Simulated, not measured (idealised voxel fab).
Process module in this document: voxel capacitor over wiring
It is cross-section cut that appears here, measuring 280 nm in width, its square cells being 5 nm in size.
If you're reading a cross-section in this doc, picture square cells in a grid; it comes to you as bands, top ones listed first down to the bottom, and a band can be one or more rows of cells.
Look at the band entry: it leads with the top's height and the bottom's height in nm. Then it lists the materials left to right, with a width in nm for each. The word "full width" on a single material says that material fills the band edge to edge. The word "air" is empty space.
Counting heights begins at 0, where everything beneath is, in the wafer as received, one material. The lowest band has no bottom; it goes on downwards, as "0 -> down" shows.
Width "30..40": first value at the band's top row of cells, second value at its bottom row, equal change from row to row.
The cross-section has no changed cell in any step marked "remained the same".
Empty spaces without an open route to the top, at least 8 cells in extent, make up the entry "Enclosed empty spaces"; each is given as width x height at distance, where the distance is measured from the left edge, and all are in nm.
What comes after the settings on a step's line is commentary from the simulator itself on that step.
overlay nm: on a step with a mask, how far right of its planned place the mask lay; negative means left.

-- Below is the list of planned process steps
1 RECEIVE (material Si)
2 CONFORMAL_DEP (material SiO2; thk nm 10)
3 CONFORMAL_DEP (material SiN; thk nm 5)
4 DIRECTIONAL_DEP (material lowk; thk nm 25)
5 PATTERN (tone open; mask id METAL_1; material resist; width nm 30; pitch nm 80; thk nm 20; overlay nm 0)
6 DIRECTIONAL_ETCH (etch materials lowk; depth nm 25)
7 DIRECTIONAL_ETCH (etch materials SiN; depth nm 5)
8 STRIP (etch materials resist)
9 CONFORMAL_DEP (material TiN; thk nm 5)
10 FILL_DEP (material Cu; thk nm 10)
11 CMP (height nm 40)
12 CONFORMAL_DEP (material SiCN; thk nm 5)
13 DIRECTIONAL_DEP (material lowk; thk nm 20)
14 DIRECTIONAL_DEP (material aC; thk nm 15)
15 PATTERN (tone open; mask id PLUG_1; material resist; width nm 15; thk nm 35; overlay nm 0)
16 DIRECTIONAL_ETCH (etch materials aC; depth nm 15)
17 STRIP (etch materials resist)
18 DIRECTIONAL_ETCH (etch materials lowk; depth nm 20)
19 DIRECTIONAL_ETCH (etch materials SiCN; depth nm 5)
20 STRIP (etch materials aC)
21 CONFORMAL_DEP (material TiN; thk nm 5)
22 FILL_DEP (material Ru; thk nm 10)
23 CMP (height nm 65)
24 DIRECTIONAL_DEP (material TiN; thk nm 10)
25 DIRECTIONAL_DEP (material HfO2; thk nm 5)
26 DIRECTIONAL_DEP (material TiN; thk nm 5)
27 PATTERN (tone cover; mask id UPPER_PLATE; material resist; width nm 55; thk nm 15; overlay nm 0)
28 DIRECTIONAL_ETCH (etch materials TiN; depth nm 5)
29 DIRECTIONAL_ETCH (etch materials HfO2; depth nm 5)
30 STRIP (etch materials resist)
31 PATTERN (tone cover; mask id LOWER_PLATE; material resist; width nm 65; thk nm 15; overlay nm 0)
32 DIRECTIONAL_ETCH (etch materials TiN; depth nm 10)
33 STRIP (etch materials resist)
34 FILL_DEP (material SiO2; thk nm 20)
35 CMP (height nm 100)
36 PATTERN (tone open; mask id PLUG_2; material resist; width nm 15; thk nm 20; overlay nm 0)
37 DIRECTIONAL_ETCH (etch materials SiO2; depth nm 15)
38 STRIP (etch materials resist)
39 CONFORMAL_DEP (material TiN; thk nm 5)
40 FILL_DEP (material Ru; thk nm 10)
41 CMP (height nm 100)
42 CONFORMAL_DEP (material SiN; thk nm 5)

-- Cross-section, incoming material, after step 1
- 0 -> down = Si full width
- Enclosed empty spaces: none

-- Post-module cross-section: identical start and plan to those above, one misstep in execution
- 105 -> 100 = SiN full width
- 100 -> 95 = SiO2 (110); TiN (15); SiO2 (155)
- 95 -> 85 = SiO2 full width
- 85 -> 80 = SiO2 (100); TiN (55); SiO2 (125)
- 80 -> 75 = SiO2 (100); HfO2 (55); SiO2 (125)
- 75 -> 65 = SiO2 (95); TiN (65); SiO2 (120)
- 65 -> 45 = lowk (100); TiN (5); Ru (5); TiN (5); lowk (165)
- 45 -> 40 = SiCN (100); TiN (15); SiCN (165)
- 40 -> 15 = lowk (85); TiN (5); Cu (20); TiN (5); lowk (50); TiN (5); Cu (20); TiN (5); lowk (85)
- 15 -> 10 = SiN (85); TiN (30); SiN (50); TiN (30); SiN (85)
- 10 -> 0 = SiO2 full width
- 0 -> down = Si full width
- Enclosed empty spaces: none
Run error: planned and actual differ for step 37; actual: DIRECTIONAL_ETCH (etch materials SiO2; depth nm 5)
